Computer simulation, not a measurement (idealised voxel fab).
Name of the process module below: voxel wiring stack
This is section cut - it's 155 nm across, gridded in 5 nm square cells.
Cross-section spec: square-cell grid; bands listed top down; each band is one or more rows. Band: top and bottom heights (nm) first, top before bottom; then materials from left to right, widths in nm. "full width" marks a sole material filling the band edge to edge. "empty" denotes empty space. Heights are reckoned from 0. Under this level, the received wafer is all of one material. The bottommost band is open-ended downward, for example "0 and below". The expression "30 to 40" gives the width at the extremes of the band, the first number at its top row of cells and the second at its bottom row, with the width changing by equal amounts from each row to the next in between. It should be understood that the words "everything unchanged", when stated for a given step, signify that the cross-section underwent no change in any of its cells during that step. Entry "Unvented cavities". Content: empty spaces with no open connection to the top, size 8 cells or greater. Each: width x height at distance. Distance: from left edge. Unit: nm. Read whatever lies past the settings on a step's line as the simulator's own remark about the step. "overlay nm", when on a step's line for a step with a mask, measures how far to the right of its planned place the mask lay; a negative measure means to the left.
The steps planned for the process are as follows:
1,RECEIVE (material Si)
2,CONFORMAL_DEP (material SiO2; thk nm 10)
3,CONFORMAL_DEP (material SiN; thk nm 5)
4,DIRECTIONAL_DEP (material lowk; thk nm 25)
5,PATTERN (tone open; mask id METAL_1; material resist; width nm 25; pitch nm 55; thk nm 20; overlay nm 0)
6,DIRECTIONAL_ETCH (etch materials lowk; depth nm 25)
7,DIRECTIONAL_ETCH (etch materials SiN; depth nm 5)
8,STRIP (etch materials resist)
9,CONFORMAL_DEP (material TiN; thk nm 5)
10,FILL_DEP (material Ru; thk nm 10)
11,CMP (height nm 40)
12,EPI (material Ru; thk nm 5)
13,FILL_DEP (material SiCN; thk nm 5)
14,DIRECTIONAL_DEP (material lowk; thk nm 15)
15,MASKED_ETCH (tone open; mask id PLUG_1; width nm 15; etch materials lowk; depth nm 15; overlay nm 0)
16,MASKED_ETCH (tone open; mask id PLUG_1; width nm 15; etch materials SiCN; depth nm 5; overlay nm 0)
17,EPI (material Ru; thk nm 10)
18,EPI (material Ru; thk nm 10)
19,DIRECTIONAL_DEP (material TiN; thk nm 5)
20,DIRECTIONAL_DEP (material W; thk nm 20)
21,DIRECTIONAL_DEP (material aC; thk nm 15)
22,PATTERN (tone cover; mask id METAL_2; material resist; width nm 25; pitch nm 55; thk nm 30; overlay nm 0)
23,DIRECTIONAL_ETCH (etch materials aC; depth nm 15)
24,STRIP (etch materials resist)
25,DIRECTIONAL_ETCH (etch materials W; depth nm 20)
26,DIRECTIONAL_ETCH (etch materials TiN; depth nm 5)
27,STRIP (etch materials aC)
28,FILL_DEP (material SiO2; thk nm 5)
29,CMP (height nm 90)
30,CONFORMAL_DEP (material SiCN; thk nm 5)
Cross-sectional view of the wafer in its as-received condition, corresponding to the state after step 1:
	0 and below  Si full width
	Unvented cavities: none
Looking at the first of two wafers in cross-section at end of module - ran to plan:
	95 down to 90  SiCN full width
	90 down to 70  SiO2 35 nm, W 25 nm, SiO2 30 nm, W 25 nm, SiO2 40 nm
	70 down to 65  SiO2 35 nm, TiN 25 nm, SiO2 30 nm, TiN 25 nm, SiO2 40 nm
	65 down to 50  lowk 35 nm, Ru 15 nm, lowk 105 nm
	50 down to 45  SiCN 35 nm, Ru 15 nm, SiCN 105 nm
	45 down to 40  SiCN 30 nm, Ru 35 nm, SiCN 20 nm, Ru 35 nm, SiCN 35 nm
	40 down to 15  lowk 35 nm, TiN 5 nm, Ru 15 nm, TiN 5 nm, lowk 30 nm, TiN 5 nm, Ru 15 nm, TiN 5 nm, lowk 40 nm
	15 down to 10  SiN 35 nm, TiN 25 nm, SiN 30 nm, TiN 25 nm, SiN 40 nm
	10 down to 0  SiO2 full width
	0 and below  Si full width
	Unvented cavities: none
Second wafer at the end: like start, like plan, one mistake:
	95 down to 90  SiCN full width
	90 down to 70  SiO2 35 nm, W 25 nm, SiO2 30 nm, W 25 nm, SiO2 40 nm
	70 down to 65  SiO2 35 nm, TiN 25 nm, SiO2 30 nm, TiN 25 nm, SiO2 40 nm
	65 down to 50  lowk 35 nm, Ru 20 nm, lowk 100 nm
	50 down to 45  SiCN 35 nm, Ru 15 nm, SiCN 105 nm
	45 down to 40  SiCN 30 nm, Ru 35 nm, SiCN 20 nm, Ru 35 nm, SiCN 35 nm
	40 down to 15  lowk 35 nm, TiN 5 nm, Ru 15 nm, TiN 5 nm, lowk 30 nm, TiN 5 nm, Ru 15 nm, TiN 5 nm, lowk 40 nm
	15 down to 10  SiN 35 nm, TiN 25 nm, SiN 30 nm, TiN 25 nm, SiN 40 nm
	10 down to 0  SiO2 full width
	0 and below  Si full width
	Unvented cavities: none
What broke from the plan during processing? step 15 did not happen as planned, as run it was MASKED_ETCH (tone open; mask id PLUG_1; width nm 20; etch materials lowk; depth nm 15; overlay nm 0)
End check, counted in cells, second wafer has more or fewer of these materials than the first: +3 Ru | -3 lowk
